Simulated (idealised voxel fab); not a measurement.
Proc. module: voxel capacitor over wiring
It is cross-section cut that appears here, measuring 260 nm in width, its square cells being 5 nm in size.
For the purposes of this document, a cross-section shall be understood as a grid of square cells, specified as bands listed in top-to-bottom order, each band consisting of one or more rows of cells.
What a band's entry tells you: where the top is and where the bottom is, as heights in nm, and after that what lies inside, material by material from left to right, each with its width in nm. Empty space is written as the word "air", and a single material marked with the word "everywhere" occupies the band from edge to edge.
Below 0: as-received wafer, all one material; heights counted from there. Lowest band: no bottom, goes on down, written "from 0 down".
A two-number width, for instance "30 to 40", indicates that the width is equal to the first number in the top row of the band and to the second number in the bottom row, and that it changes by a constant amount per row of cells.
"no alteration" for a step: no cell of the cross-section changed in that step.
"Unvented voids" contains a list of empty spaces, each no smaller than 8 cells and without an open way to the top, written in the form width x height at distance with the distance from the left edge and all three in nm.
Text after the settings on a step's line: the simulator's own remark on that step.
overlay nm, on a step with a mask: how far to the right of its planned place the mask lay; to the left if negative
[The process steps that were planned are listed below]
1. RECEIVE | material Si
2. CONFORMAL_DEP | material SiO2 | thk nm 10
3. CONFORMAL_DEP | material SiN | thk nm 5
4. DIRECTIONAL_DEP | material SiO2 | thk nm 20
5. MASKED_ETCH | tone open | mask id METAL_1 | width nm 25 | pitch nm 75 | etch materials SiO2 | depth nm 20 | overlay nm 0
6. MASKED_ETCH | tone open | mask id METAL_1 | width nm 25 | pitch nm 75 | etch materials SiN | depth nm 5 | overlay nm 0
7. CONFORMAL_DEP | material TiN | thk nm 5
8. FILL_DEP | material Cu | thk nm 5
9. CMP | height nm 35
10. CONFORMAL_DEP | material SiCN | thk nm 5
11. DIRECTIONAL_DEP | material SiO2 | thk nm 20
12. DIRECTIONAL_DEP | material aC | thk nm 10
13. PATTERN | tone open | mask id PLUG_1 | material resist | width nm 15 | thk nm 25 | overlay nm 0
14. DIRECTIONAL_ETCH | etch materials aC | depth nm 10
15. STRIP | etch materials resist
16. DIRECTIONAL_ETCH | etch materials SiO2 | depth nm 20
17. DIRECTIONAL_ETCH | etch materials SiCN | depth nm 5
18. STRIP | etch materials aC
19. EPI | material Ru | thk nm 10
20. EPI | material Ru | thk nm 10
21. EPI | material Ru | thk nm 5
22. DIRECTIONAL_DEP | material TiN | thk nm 5
23. DIRECTIONAL_DEP | material HfO2 | thk nm 5
24. DIRECTIONAL_DEP | material TiN | thk nm 5
25. PATTERN | tone cover | mask id UPPER_PLATE | material resist | width nm 55 | thk nm 20 | overlay nm 0
26. DIRECTIONAL_ETCH | etch materials TiN | depth nm 5
27. DIRECTIONAL_ETCH | etch materials HfO2 | depth nm 5
28. STRIP | etch materials resist
29. PATTERN | tone cover | mask id LOWER_PLATE | material resist | width nm 65 | thk nm 20 | overlay nm 0
30. DIRECTIONAL_ETCH | etch materials TiN | depth nm 5
31. STRIP | etch materials resist
32. FILL_DEP | material SiO2 | thk nm 20
33. CMP | height nm 90
34. DIRECTIONAL_DEP | material aC | thk nm 15
35. PATTERN | tone open | mask id PLUG_2 | material resist | width nm 15 | thk nm 35 | overlay nm 0
36. DIRECTIONAL_ETCH | etch materials aC | depth nm 15
37. STRIP | etch materials resist
38. DIRECTIONAL_ETCH | etch materials SiO2 | depth nm 15
39. STRIP | etch materials aC
40. CONFORMAL_DEP | material TiN | thk nm 5
41. FILL_DEP | material Ru | thk nm 5
42. CMP | height nm 90
43. CONFORMAL_DEP | material SiCN | thk nm 5
[first wafer, as planned]
[Received-state cross-section, reflecting completion of step 1]
from 0 down  Si everywhere
Unvented voids: none
[State of the wafer after step 2, shown in cross-section]
from 10 to 0  SiO2 everywhere
Below 0, no change.
[State of the wafer after step 3, shown in cross-section]
from 15 to 10  SiN everywhere
Below 10, no change.
[State of the wafer after step 4, shown in cross-section]
from 35 to 15  SiO2 everywhere
Below 15, no change.
[State of the wafer after step 5, shown in cross-section]
from 35 to 15  SiO2 80 nm, air 25 nm, SiO2 50 nm, air 25 nm, SiO2 80 nm
Below 15, no change.
[State of the wafer after step 6, shown in cross-section]
from 35 to 15  SiO2 80 nm, air 25 nm, SiO2 50 nm, air 25 nm, SiO2 80 nm
from 15 to 10  SiN 80 nm, air 25 nm, SiN 50 nm, air 25 nm, SiN 80 nm
Below 10, no change.
[State of the wafer after step 7, shown in cross-section]
from 40 to 35  TiN 85 nm, air 15 nm, TiN 60 nm, air 15 nm, TiN 85 nm
from 35 to 15  SiO2 80 nm, TiN 5 nm, air 15 nm, TiN 5 nm, SiO2 50 nm, TiN 5 nm, air 15 nm, TiN 5 nm, SiO2 80 nm
from 15 to 10  SiN 80 nm, TiN 25 nm, SiN 50 nm, TiN 25 nm, SiN 80 nm
Below 10, no change.
[State of the wafer after step 8, shown in cross-section]
from 45 to 40  Cu everywhere
from 40 to 35  TiN 85 nm, Cu 15 nm, TiN 60 nm, Cu 15 nm, TiN 85 nm
from 35 to 15  SiO2 80 nm, TiN 5 nm, Cu 15 nm, TiN 5 nm, SiO2 50 nm, TiN 5 nm, Cu 15 nm, TiN 5 nm, SiO2 80 nm
Below 15, no change.
[State of the wafer after step 9, shown in cross-section]
from 35 to 15  SiO2 80 nm, TiN 5 nm, Cu 15 nm, TiN 5 nm, SiO2 50 nm, TiN 5 nm, Cu 15 nm, TiN 5 nm, SiO2 80 nm
Below 15, no change.
[State of the wafer after step 10, shown in cross-section]
from 40 to 35  SiCN everywhere
Below 35, no change.
[State of the wafer after step 11, shown in cross-section]
from 60 to 40  SiO2 everywhere
Below 40, no change.
[State of the wafer after step 12, shown in cross-section]
from 70 to 60  aC everywhere
Below 60, no change.
[State of the wafer after step 13, shown in cross-section]
from 95 to 70  resist 90 nm, air 15 nm, resist 155 nm
Below 70, no change.
[State of the wafer after step 14, shown in cross-section]
from 85 to 70  resist 90 nm, air 15 nm, resist 155 nm
from 70 to 60  aC 90 nm, air 15 nm, aC 155 nm
Below 60, no change.
[State of the wafer after step 15, shown in cross-section]
from 70 to 60  aC 90 nm, air 15 nm, aC 155 nm
Below 60, no change.
[State of the wafer after step 16, shown in cross-section]
from 70 to 60  aC 90 nm, air 15 nm, aC 155 nm
from 60 to 40  SiO2 90 nm, air 15 nm, SiO2 155 nm
Below 40, no change.
[State of the wafer after step 17, shown in cross-section]
from 70 to 60  aC 90 nm, air 15 nm, aC 155 nm
from 60 to 40  SiO2 90 nm, air 15 nm, SiO2 155 nm
from 40 to 35  SiCN 90 nm, air 15 nm, SiCN 155 nm
Below 35, no change.
[State of the wafer after step 18, shown in cross-section]
from 60 to 40  SiO2 90 nm, air 15 nm, SiO2 155 nm
Below 40, no change.
[State of the wafer after step 19, shown in cross-section]
from 60 to 45  SiO2 90 nm, air 15 nm, SiO2 155 nm
from 45 to 40  SiO2 90 nm, Ru 15 nm, SiO2 155 nm
from 40 to 35  SiCN 90 nm, Ru 15 nm, SiCN 155 nm
Below 35, no change.
[State of the wafer after step 20, shown in cross-section]
from 60 to 55  SiO2 90 nm, air 15 nm, SiO2 155 nm
from 55 to 40  SiO2 90 nm, Ru 15 nm, SiO2 155 nm
Below 40, no change.
[State of the wafer after step 21, shown in cross-section]
from 60 to 40  SiO2 90 nm, Ru 15 nm, SiO2 155 nm
Below 40, no change.
[State of the wafer after step 22, shown in cross-section]
from 65 to 60  TiN everywhere
Below 60, no change.
[State of the wafer after step 23, shown in cross-section]
from 70 to 65  HfO2 everywhere
Below 65, no change.
[State of the wafer after step 24, shown in cross-section]
from 75 to 70  TiN everywhere
Below 70, no change.
[State of the wafer after step 25, shown in cross-section]
from 95 to 75  air 90 nm, resist 55 nm, air 115 nm
Below 75, no change.
[State of the wafer after step 26, shown in cross-section]
from 95 to 75  air 90 nm, resist 55 nm, air 115 nm
from 75 to 70  air 90 nm, TiN 55 nm, air 115 nm
Below 70, no change.
[State of the wafer after step 27, shown in cross-section]
from 95 to 75  air 90 nm, resist 55 nm, air 115 nm
from 75 to 70  air 90 nm, TiN 55 nm, air 115 nm
from 70 to 65  air 90 nm, HfO2 55 nm, air 115 nm
Below 65, no change.
[State of the wafer after step 28, shown in cross-section]
from 75 to 70  air 90 nm, TiN 55 nm, air 115 nm
Below 70, no change.
[State of the wafer after step 29, shown in cross-section]
from 95 to 75  air 85 nm, resist 65 nm, air 110 nm
from 75 to 70  air 85 nm, resist 5 nm, TiN 55 nm, resist 5 nm, air 110 nm
from 70 to 65  air 85 nm, resist 5 nm, HfO2 55 nm, resist 5 nm, air 110 nm
Below 65, no change.
[State of the wafer after step 30, shown in cross-section]
from 95 to 75  air 85 nm, resist 65 nm, air 110 nm
from 75 to 70  air 85 nm, resist 5 nm, TiN 55 nm, resist 5 nm, air 110 nm
from 70 to 65  air 85 nm, resist 5 nm, HfO2 55 nm, resist 5 nm, air 110 nm
from 65 to 60  air 85 nm, TiN 65 nm, air 110 nm
Below 60, no change.
[State of the wafer after step 31, shown in cross-section]
from 75 to 70  air 90 nm, TiN 55 nm, air 115 nm
from 70 to 65  air 90 nm, HfO2 55 nm, air 115 nm
Below 65, no change.
[State of the wafer after step 32, shown in cross-section]
from 95 to 75  SiO2 everywhere
from 75 to 70  SiO2 90 nm, TiN 55 nm, SiO2 115 nm
from 70 to 65  SiO2 90 nm, HfO2 55 nm, SiO2 115 nm
from 65 to 60  SiO2 85 nm, TiN 65 nm, SiO2 110 nm
Below 60, no change.
[State of the wafer after step 33, shown in cross-section]
from 90 to 75  SiO2 everywhere
Below 75, no change.
[State of the wafer after step 34, shown in cross-section]
from 105 to 90  aC everywhere
Below 90, no change.
[State of the wafer after step 35, shown in cross-section]
from 140 to 105  resist 100 nm, air 15 nm, resist 145 nm
Below 105, no change.
[State of the wafer after step 36, shown in cross-section]
from 125 to 105  resist 100 nm, air 15 nm, resist 145 nm
from 105 to 90  aC 100 nm, air 15 nm, aC 145 nm
Below 90, no change.
[State of the wafer after step 37, shown in cross-section]
from 105 to 90  aC 100 nm, air 15 nm, aC 145 nm
Below 90, no change.
[State of the wafer after step 38, shown in cross-section]
from 105 to 90  aC 100 nm, air 15 nm, aC 145 nm
from 90 to 75  SiO2 100 nm, air 15 nm, SiO2 145 nm
Below 75, no change.
[State of the wafer after step 39, shown in cross-section]
from 90 to 75  SiO2 100 nm, air 15 nm, SiO2 145 nm
Below 75, no change.
[State of the wafer after step 40, shown in cross-section]
from 95 to 90  TiN 105 nm, air 5 nm, TiN 150 nm
from 90 to 80  SiO2 100 nm, TiN 5 nm, air 5 nm, TiN 5 nm, SiO2 145 nm
from 80 to 70  SiO2 100 to 90 nm, TiN 15 to 55 nm, SiO2 145 to 115 nm
Below 70, no change.
[State of the wafer after step 41, shown in cross-section]
from 100 to 95  Ru everywhere
from 95 to 90  TiN 105 nm, Ru 5 nm, TiN 150 nm
from 90 to 80  SiO2 100 nm, TiN 5 nm, Ru 5 nm, TiN 5 nm, SiO2 145 nm
Below 80, no change.
[State of the wafer after step 42, shown in cross-section]
from 90 to 80  SiO2 100 nm, TiN 5 nm, Ru 5 nm, TiN 5 nm, SiO2 145 nm
Below 80, no change.
[State of the wafer after step 43, shown in cross-section]
from 95 to 90  SiCN everywhere
Below 90, no change.
[Regarding the second of the two wafers: it shared the first wafer's starting condition and process plan, yet one error occurred during its execution. Its history coincides with that of the first wafer up to and including step 4]
[Cross-sectional view of the second wafer at the intended end time of process step 5]
from 35 to 15  air 80 nm, SiO2 25 nm, air 50 nm, SiO2 25 nm, air 80 nm
Below 15, no change.
Cross-sectional view of the second wafer at the intended end time of process step 6: no alteration
[Cross-sectional view of the second wafer at the intended end time of process step 7]
from 40 to 35  air 75 nm, TiN 35 nm, air 40 nm, TiN 35 nm, air 75 nm
from 35 to 20  air 75 nm, TiN 5 nm, SiO2 25 nm, TiN 5 nm, air 40 nm, TiN 5 nm, SiO2 25 nm, TiN 5 nm, air 75 nm
from 20 to 15  TiN 80 nm, SiO2 25 nm, TiN 50 nm, SiO2 25 nm, TiN 80 nm
Below 15, no change.
[Cross-sectional view of the second wafer at the intended end time of process step 8]
from 45 to 40  Cu everywhere
from 40 to 35  Cu 75 nm, TiN 35 nm, Cu 40 nm, TiN 35 nm, Cu 75 nm
from 35 to 20  Cu 75 nm, TiN 5 nm, SiO2 25 nm, TiN 5 nm, Cu 40 nm, TiN 5 nm, SiO2 25 nm, TiN 5 nm, Cu 75 nm
Below 20, no change.
[Cross-sectional view of the second wafer at the intended end time of process step 9]
from 35 to 20  Cu 75 nm, TiN 5 nm, SiO2 25 nm, TiN 5 nm, Cu 40 nm, TiN 5 nm, SiO2 25 nm, TiN 5 nm, Cu 75 nm
Below 20, no change.
[Cross-sectional view of the second wafer at the intended end time of process step 10]
from 40 to 35  SiCN everywhere
Below 35, no change.
[Cross-sectional view of the second wafer at the intended end time of process step 11]
from 60 to 40  SiO2 everywhere
Below 40, no change.
[Cross-sectional view of the second wafer at the intended end time of process step 12]
from 70 to 60  aC everywhere
Below 60, no change.
[Cross-sectional view of the second wafer at the intended end time of process step 13]
from 95 to 70  resist 90 nm, air 15 nm, resist 155 nm
Below 70, no change.
[Cross-sectional view of the second wafer at the intended end time of process step 14]
from 85 to 70  resist 90 nm, air 15 nm, resist 155 nm
from 70 to 60  aC 90 nm, air 15 nm, aC 155 nm
Below 60, no change.
[Cross-sectional view of the second wafer at the intended end time of process step 15]
from 70 to 60  aC 90 nm, air 15 nm, aC 155 nm
Below 60, no change.
[Cross-sectional view of the second wafer at the intended end time of process step 16]
from 70 to 60  aC 90 nm, air 15 nm, aC 155 nm
from 60 to 40  SiO2 90 nm, air 15 nm, SiO2 155 nm
Below 40, no change.
[Cross-sectional view of the second wafer at the intended end time of process step 17]
from 70 to 60  aC 90 nm, air 15 nm, aC 155 nm
from 60 to 40  SiO2 90 nm, air 15 nm, SiO2 155 nm
from 40 to 35  SiCN 90 nm, air 15 nm, SiCN 155 nm
Below 35, no change.
[Cross-sectional view of the second wafer at the intended end time of process step 18]
from 60 to 40  SiO2 90 nm, air 15 nm, SiO2 155 nm
Below 40, no change.
Cross-sectional view of the second wafer at the intended end time of process step 19: no alteration
Cross-sectional view of the second wafer at the intended end time of process step 20: no alteration
Cross-sectional view of the second wafer at the intended end time of process step 21: no alteration
[Cross-sectional view of the second wafer at the intended end time of process step 22]
from 65 to 60  TiN 90 nm, air 15 nm, TiN 155 nm
from 60 to 40  SiO2 90 nm, air 15 nm, SiO2 155 nm
from 40 to 35  SiCN 90 nm, TiN 15 nm, SiCN 155 nm
Below 35, no change.
[Cross-sectional view of the second wafer at the intended end time of process step 23]
from 70 to 65  HfO2 90 nm, air 15 nm, HfO2 155 nm
from 65 to 60  TiN 90 nm, air 15 nm, TiN 155 nm
from 60 to 45  SiO2 90 nm, air 15 nm, SiO2 155 nm
from 45 to 40  SiO2 90 nm, HfO2 15 nm, SiO2 155 nm
Below 40, no change.
[Cross-sectional view of the second wafer at the intended end time of process step 24]
from 75 to 70  TiN 90 nm, air 15 nm, TiN 155 nm
from 70 to 65  HfO2 90 nm, air 15 nm, HfO2 155 nm
from 65 to 60  TiN 90 nm, air 15 nm, TiN 155 nm
from 60 to 50  SiO2 90 nm, air 15 nm, SiO2 155 nm
from 50 to 45  SiO2 90 nm, TiN 15 nm, SiO2 155 nm
Below 45, no change.
[Cross-sectional view of the second wafer at the intended end time of process step 25]
from 95 to 75  air 90 nm, resist 55 nm, air 115 nm
from 75 to 70  TiN 90 nm, resist 15 nm, TiN 155 nm
from 70 to 65  HfO2 90 nm, resist 15 nm, HfO2 155 nm
from 65 to 60  TiN 90 nm, resist 15 nm, TiN 155 nm
from 60 to 50  SiO2 90 nm, resist 15 nm, SiO2 155 nm
Below 50, no change.
[Cross-sectional view of the second wafer at the intended end time of process step 26]
from 95 to 75  air 90 nm, resist 55 nm, air 115 nm
from 75 to 70  air 90 nm, resist 15 nm, TiN 40 nm, air 115 nm
Below 70, no change.
[Cross-sectional view of the second wafer at the intended end time of process step 27]
from 95 to 75  air 90 nm, resist 55 nm, air 115 nm
from 75 to 70  air 90 nm, resist 15 nm, TiN 40 nm, air 115 nm
from 70 to 65  air 90 nm, resist 15 nm, HfO2 40 nm, air 115 nm
Below 65, no change.
[Cross-sectional view of the second wafer at the intended end time of process step 28]
from 75 to 70  air 105 nm, TiN 40 nm, air 115 nm
from 70 to 65  air 105 nm, HfO2 40 nm, air 115 nm
from 65 to 60  TiN 90 nm, air 15 nm, TiN 155 nm
from 60 to 50  SiO2 90 nm, air 15 nm, SiO2 155 nm
Below 50, no change.
[Cross-sectional view of the second wafer at the intended end time of process step 29]
from 95 to 75  air 85 nm, resist 65 nm, air 110 nm
from 75 to 70  air 85 nm, resist 20 nm, TiN 40 nm, resist 5 nm, air 110 nm
from 70 to 65  air 85 nm, resist 20 nm, HfO2 40 nm, resist 5 nm, air 110 nm
from 65 to 60  TiN 90 nm, resist 15 nm, TiN 155 nm
from 60 to 50  SiO2 90 nm, resist 15 nm, SiO2 155 nm
Below 50, no change.
[Cross-sectional view of the second wafer at the intended end time of process step 30]
from 95 to 75  air 85 nm, resist 65 nm, air 110 nm
from 75 to 70  air 85 nm, resist 20 nm, TiN 40 nm, resist 5 nm, air 110 nm
from 70 to 65  air 85 nm, resist 20 nm, HfO2 40 nm, resist 5 nm, air 110 nm
from 65 to 60  air 85 nm, TiN 5 nm, resist 15 nm, TiN 45 nm, air 110 nm
Below 60, no change.
[Cross-sectional view of the second wafer at the intended end time of process step 31]
from 75 to 70  air 105 nm, TiN 40 nm, air 115 nm
from 70 to 65  air 105 nm, HfO2 40 nm, air 115 nm
from 65 to 60  air 85 nm, TiN 5 nm, air 15 nm, TiN 45 nm, air 110 nm
from 60 to 50  SiO2 90 nm, air 15 nm, SiO2 155 nm
Below 50, no change.
[Cross-sectional view of the second wafer at the intended end time of process step 32]
from 95 to 75  SiO2 everywhere
from 75 to 70  SiO2 105 nm, TiN 40 nm, SiO2 115 nm
from 70 to 65  SiO2 105 nm, HfO2 40 nm, SiO2 115 nm
from 65 to 60  SiO2 85 nm, TiN 5 nm, SiO2 15 nm, TiN 45 nm, SiO2 110 nm
from 60 to 50  SiO2 everywhere
Below 50, no change.
[Cross-sectional view of the second wafer at the intended end time of process step 33]
from 90 to 75  SiO2 everywhere
Below 75, no change.
[Cross-sectional view of the second wafer at the intended end time of process step 34]
from 105 to 90  aC everywhere
Below 90, no change.
[Cross-sectional view of the second wafer at the intended end time of process step 35]
from 140 to 105  resist 100 nm, air 15 nm, resist 145 nm
Below 105, no change.
[Cross-sectional view of the second wafer at the intended end time of process step 36]
from 125 to 105  resist 100 nm, air 15 nm, resist 145 nm
from 105 to 90  aC 100 nm, air 15 nm, aC 145 nm
Below 90, no change.
[Cross-sectional view of the second wafer at the intended end time of process step 37]
from 105 to 90  aC 100 nm, air 15 nm, aC 145 nm
Below 90, no change.
[Cross-sectional view of the second wafer at the intended end time of process step 38]
from 105 to 90  aC 100 nm, air 15 nm, aC 145 nm
from 90 to 75  SiO2 100 nm, air 15 nm, SiO2 145 nm
Below 75, no change.
[Cross-sectional view of the second wafer at the intended end time of process step 39]
from 90 to 75  SiO2 100 nm, air 15 nm, SiO2 145 nm
Below 75, no change.
[Cross-sectional view of the second wafer at the intended end time of process step 40]
from 95 to 90  TiN 105 nm, air 5 nm, TiN 150 nm
from 90 to 80  SiO2 100 nm, TiN 5 nm, air 5 nm, TiN 5 nm, SiO2 145 nm
from 80 to 70  SiO2 100 to 105 nm, TiN 15 to 40 nm, SiO2 145 to 115 nm
Below 70, no change.
[Cross-sectional view of the second wafer at the intended end time of process step 41]
from 100 to 95  Ru everywhere
from 95 to 90  TiN 105 nm, Ru 5 nm, TiN 150 nm
from 90 to 80  SiO2 100 nm, TiN 5 nm, Ru 5 nm, TiN 5 nm, SiO2 145 nm
Below 80, no change.
[Cross-sectional view of the second wafer at the intended end time of process step 42]
from 90 to 80  SiO2 100 nm, TiN 5 nm, Ru 5 nm, TiN 5 nm, SiO2 145 nm
Below 80, no change.
[Cross-sectional view of the second wafer at the intended end time of process step 43]
from 95 to 90  SiCN everywhere
Below 90, no change.
It is concluded that the wafer was processed incorrectly with respect to the plan, in that step 5 did not happen as planned, as run it was MASKED_ETCH | tone cover | mask id METAL_1 | width nm 25 | pitch nm 75 | etch materials SiO2 | depth nm 20 | overlay nm 0
End check, counted in cells, second wafer has more or fewer of these materials than the first: Cu: 90 more | Ru: 15 fewer | SiN: 10 more | SiO2: 113 fewer | TiN: 28 more
